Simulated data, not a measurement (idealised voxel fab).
Herein follows the process module entitled voxel self aligned vias.
FYI the section here is cut, 165 nm wide, cells are 5 nm squares.
When this document writes out a cross-section, it uses a grid of square cells and lists it as bands, beginning at the top and moving down, with a band standing for one or more rows of cells.
Top, bottom (nm), then materials left to right with widths (nm); lone material tagged "edge to edge" fills the whole band edge to edge; "air" = empty space.
Counting heights begins at 0, where everything beneath is, in the wafer as received, one material. The lowest band has no bottom; it goes on downwards, as "top 0, no bottom" shows.
A width such as "30->40" changes by the same amount from each row of cells to the next, from the band's top row to its bottom row.
Where the words "identical to before" appear for a step, the cross-section shows no cell changed by that step; every cell remained as before.
Closed empty spaces (no open way to the top) of 8 cells or more are what "Cavities, sealed" lists, each as width x height at distance from the left edge, nm for all three.
That trailing text on a step's line, after the settings, is the simulator's own remark on the step.
overlay nm: mask right of planned place by this much (step with mask). Neg. = left.

**Listed below are the process steps as planned**
| 1 | RECEIVE, material Si |
| 2 | CONFORMAL_DEP, material SiO2, thk nm 15 |
| 3 | CONFORMAL_DEP, material SiCN, thk nm 5 |
| 4 | DIRECTIONAL_DEP, material SiO2, thk nm 30 |
| 5 | PATTERN, tone open, mask id LINES, material resist, width nm 25, pitch nm 75, thk nm 20, overlay nm 0 |
| 6 | DIRECTIONAL_ETCH, etch materials SiO2, depth nm 30 |
| 7 | STRIP, etch materials resist |
| 8 | CONFORMAL_DEP, material TiN, thk nm 5 |
| 9 | FILL_DEP, material Ru, thk nm 5 |
| 10 | CMP, height nm 50 |
| 11 | SELECTIVE_ETCH, etch materials W Ru TiN, depth nm 5 |
| 12 | FILL_DEP, material SiN, thk nm 5 |
| 13 | CMP, height nm 50 |
| 14 | DIRECTIONAL_DEP, material SiO2, thk nm 20 |
| 15 | PATTERN, tone open, mask id VIAS, material resist, width nm 45, pitch nm 75, thk nm 20, overlay nm 0 |
| 16 | DIRECTIONAL_ETCH, etch materials SiO2, depth nm 20 |
| 17 | DIRECTIONAL_ETCH, etch materials SiN, depth nm 5 |
| 18 | STRIP, etch materials resist |
| 19 | CONFORMAL_DEP, material TiN, thk nm 5 |
| 20 | FILL_DEP, material Cu, thk nm 10 |
| 21 | CMP, height nm 70 |
| 22 | CONFORMAL_DEP, material SiN, thk nm 5 |

**Here's what the wafer looked like in cross-section when it arrived - that's after step 1**
- top 0, no bottom  Si edge to edge
- Cavities, sealed: none

**Result of the module, cross-sectioned: start per above, plan per above, one error in how it was run**
- top 75, bottom 70  SiN edge to edge
- top 70, bottom 50  SiO2: 20, then TiN: 5, then Cu: 35, then TiN: 5, then SiO2: 30, then TiN: 5, then Cu: 35, then TiN: 5, then SiO2: 25
- top 50, bottom 45  SiN: 20, then TiN: 45, then SiN: 30, then TiN: 45, then SiN: 25
- top 45, bottom 20  SiO2: 30, then TiN: 5, then Ru: 15, then TiN: 5, then SiO2: 50, then TiN: 5, then Ru: 15, then TiN: 5, then SiO2: 35
- top 20, bottom 15  SiO2: 30, then TiN: 25, then SiO2: 50, then TiN: 25, then SiO2: 35
- top 15, bottom 10  SiCN edge to edge
- top 10, bottom 0  SiO2 edge to edge
- top 0, no bottom  Si edge to edge
- Cavities, sealed: none
Nonconformance to the process plan: step 2 deviated from plan and actually ran as CONFORMAL_DEP, material SiO2, thk nm 10
